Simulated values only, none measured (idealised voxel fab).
process module | voxel self aligned vias
cross-section cut | 235 nm wide | cells 5 nm
A cross-section is a grid of square cells, given in bands from the top down. A band is one or more rows of cells.
Each band's line starts with the height of the band's top and of its bottom, in nm. Then come its materials from left to right, each with its width in nm. One material with "throughout" fills the band from edge to edge. "air" is empty space.
Height 0 is the level under which the wafer as received is all one material. The lowest band goes on downwards, as in "0 down".
A width such as "30 to 40" changes by the same amount from each row of cells to the next, from the band's top row to its bottom row.
"no change" after a step means that no cell of the cross-section changed.
closed voids: empty space of 8 cells or more with no open way to the top, each as width x height at its distance from the left edge, in nm
after a step's settings: what the simulator itself notes on the step
overlay nm, on a step with a mask: how far to the right of its planned place the mask lay; to the left if negative
plan
1 op RECEIVE | material Si
2 op CONFORMAL_DEP | material SiO2 | thk nm 10
3 op CONFORMAL_DEP | material SiCN | thk nm 5
4 op DIRECTIONAL_DEP | material lowk | thk nm 30
5 op DIRECTIONAL_DEP | material aC | thk nm 10
6 op PATTERN | tone open | mask id LINES | material resist | width nm 20 | pitch nm 45 | thk nm 25 | overlay nm 0
7 op DIRECTIONAL_ETCH | etch materials aC | depth nm 10
8 op STRIP | etch materials resist
9 op DIRECTIONAL_ETCH | etch materials lowk | depth nm 30
10 op STRIP | etch materials aC
11 op CONFORMAL_DEP | material TiN | thk nm 5
12 op FILL_DEP | material W | thk nm 5
13 op CMP | height nm 45
14 op SELECTIVE_ETCH | etch materials W Ru TiN | depth nm 10
15 op FILL_DEP | material SiN | thk nm 10
16 op CMP | height nm 45
17 op DIRECTIONAL_DEP | material lowk | thk nm 20
18 op MASKED_ETCH | tone open | mask id VIAS | width nm 30 | etch materials lowk | depth nm 20 | overlay nm 0
19 op MASKED_ETCH | tone open | mask id VIAS | width nm 30 | etch materials SiN | depth nm 10 | overlay nm 0
20 op CONFORMAL_DEP | material TiN | thk nm 5
21 op FILL_DEP | material Cu | thk nm 5
22 op CMP | height nm 65
23 op CONFORMAL_DEP | material SiCN | thk nm 5
as received, after step 1
  0 down: Si throughout
  closed voids: none
a wafer at the end: this start, this plan, one mistake
  70 to 65: SiCN throughout
  65 to 50: lowk 80 | TiN 5 | Cu 20 | TiN 5 | lowk 125
  50 to 45: lowk 80 | TiN 30 | lowk 125
  45 to 35: SiN 80 | TiN 5 | lowk 20 | TiN 5 | SiN 20 | lowk 20 | SiN 85
  35 to 20: W 80 | TiN 5 | lowk 20 | TiN 5 | W 15 | TiN 5 | lowk 20 | TiN 5 | W 80
  20 to 15: TiN 85 | lowk 20 | TiN 25 | lowk 20 | TiN 85
  15 to 10: SiCN throughout
  10 to 0: SiO2 throughout
  0 down: Si throughout
  closed voids: none
what went wrong: step 6 ran as: op PATTERN | tone cover | mask id LINES | material resist | width nm 20 | pitch nm 45 | thk nm 25 | overlay nm 0
